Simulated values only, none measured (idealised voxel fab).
Title: Process Module voxel capacitor over wiring
In the cross-section labelled cut, the width is 285 nm and each square cell is 5 nm.
Format of a cross-section: grid, square cells. Given as bands. Order: top down. Band: one or more rows of cells.
Band: top height; bottom height; in nm. Then, left to right: material with width in nm, for each material. "all across": a single material spanning edge to edge. "air": empty space.
For the purposes of this specification, 0 denotes the height below which the wafer in its as-received condition is composed wholly of one material, and the lowermost band, lacking a lower limit, extends downward without end, as expressed in "z 0 and below".
The notation "30 to 40" denotes a width that varies across the rows of cells in the band, beginning at the first number in the top row, finishing at the second number in the bottom row, and changing by an identical amount from each row to the next.
Basically "nothing changed" means that step didn't change any cell in the cross-section.
The label "Enclosed cavities" introduces a list of the empty spaces, 8 cells or larger, that have no open way up to the top; each entry in it reads width x height at distance, where the distance is taken from the left edge and all three are stated in nm.
If you see something after the settings on a step's line, that's the simulator's own remark about that step.
overlay nm, on a step with a mask: how far to the right of its planned place the mask lay; to the left if negative
LISTED BELOW ARE THE PROCESS STEPS AS PLANNED
1 RECEIVE with material Si
2 CONFORMAL_DEP with material SiO2, thk nm 10
3 DIRECTIONAL_DEP with material TiN, thk nm 5
4 DIRECTIONAL_DEP with material Ru, thk nm 25
5 PATTERN with tone cover, mask id METAL_1, material resist, width nm 20, pitch nm 75, thk nm 20, overlay nm 0
6 DIRECTIONAL_ETCH with etch materials Ru, depth nm 25
7 DIRECTIONAL_ETCH with etch materials TiN, depth nm 5
8 STRIP with etch materials resist
9 CONFORMAL_DEP with material SiN, thk nm 5
10 FILL_DEP with material lowk, thk nm 5
11 CMP with height nm 40
12 CONFORMAL_DEP with material SiCN, thk nm 5
13 DIRECTIONAL_DEP with material SiO2, thk nm 20
14 DIRECTIONAL_DEP with material aC, thk nm 10
15 PATTERN with tone open, mask id PLUG_1, material resist, width nm 15, thk nm 30, overlay nm 0
16 DIRECTIONAL_ETCH with etch materials aC, depth nm 10
17 STRIP with etch materials resist
18 DIRECTIONAL_ETCH with etch materials SiO2, depth nm 20
19 DIRECTIONAL_ETCH with etch materials SiCN, depth nm 5
20 STRIP with etch materials aC
21 EPI with material Ru, thk nm 10
22 EPI with material Ru, thk nm 10
23 EPI with material Ru, thk nm 5
24 DIRECTIONAL_DEP with material TiN, thk nm 10
25 DIRECTIONAL_DEP with material Al2O3, thk nm 5
26 DIRECTIONAL_DEP with material TiN, thk nm 5
27 DIRECTIONAL_DEP with material aC, thk nm 15
28 PATTERN with tone cover, mask id UPPER_PLATE, material resist, width nm 60, thk nm 35, overlay nm 0
29 DIRECTIONAL_ETCH with etch materials aC, depth nm 15
30 STRIP with etch materials resist
31 DIRECTIONAL_ETCH with etch materials TiN, depth nm 5
32 DIRECTIONAL_ETCH with etch materials Al2O3, depth nm 5
33 STRIP with etch materials aC
34 MASKED_ETCH with tone cover, mask id LOWER_PLATE, width nm 70, etch materials TiN, depth nm 10, overlay nm 0
35 FILL_DEP with material SiO2, thk nm 20
36 CMP with height nm 100
37 PATTERN with tone open, mask id PLUG_2, material resist, width nm 15, thk nm 15, overlay nm 0
38 DIRECTIONAL_ETCH with etch materials SiO2, depth nm 15
39 STRIP with etch materials resist
40 CONFORMAL_DEP with material TiN, thk nm 5
41 FILL_DEP with material Cu, thk nm 5
42 CMP with height nm 100
43 CONFORMAL_DEP with material SiN, thk nm 5
INCOMING WAFER, CROSS-SECTIONAL VIEW, POST STEP 1
  z 0 and below: Si all across
  Enclosed cavities: none
THIS IS HOW THE WAFER LOOKS IN CROSS-SECTION ONCE THE MODULE IS DONE, GIVEN THE STARTING STATE AND PLAN ABOVE AND ONE MISTAKE IN CARRYING THE PLAN OUT
  z 105 to 100: SiN all across
  z 100 to 90: SiO2 110 nm | TiN 5 nm | Cu 5 nm | TiN 5 nm | SiO2 160 nm
  z 90 to 80: SiO2 110 to 105 nm | TiN 15 to 55 nm | SiO2 160 to 125 nm
  z 80 to 75: SiO2 105 nm | Al2O3 55 nm | SiO2 125 nm
  z 75 to 65: SiO2 95 nm | TiN 70 nm | SiO2 120 nm
  z 65 to 45: SiO2 100 nm | Ru 15 nm | SiO2 170 nm
  z 45 to 40: SiCN 100 nm | Ru 15 nm | SiCN 170 nm
  z 40 to 15: lowk 90 nm | SiN 5 nm | Ru 20 nm | SiN 5 nm | lowk 45 nm | SiN 5 nm | Ru 20 nm | SiN 5 nm | lowk 90 nm
  z 15 to 10: SiN 95 nm | TiN 20 nm | SiN 55 nm | TiN 20 nm | SiN 95 nm
  z 10 to 0: SiO2 all across
  z 0 and below: Si all across
  Enclosed cavities: none
Nonconformance to the process plan: off-plan run, step 28, actual operation and settings PATTERN with tone cover, mask id UPPER_PLATE, material resist, width nm 55, thk nm 35, overlay nm 0
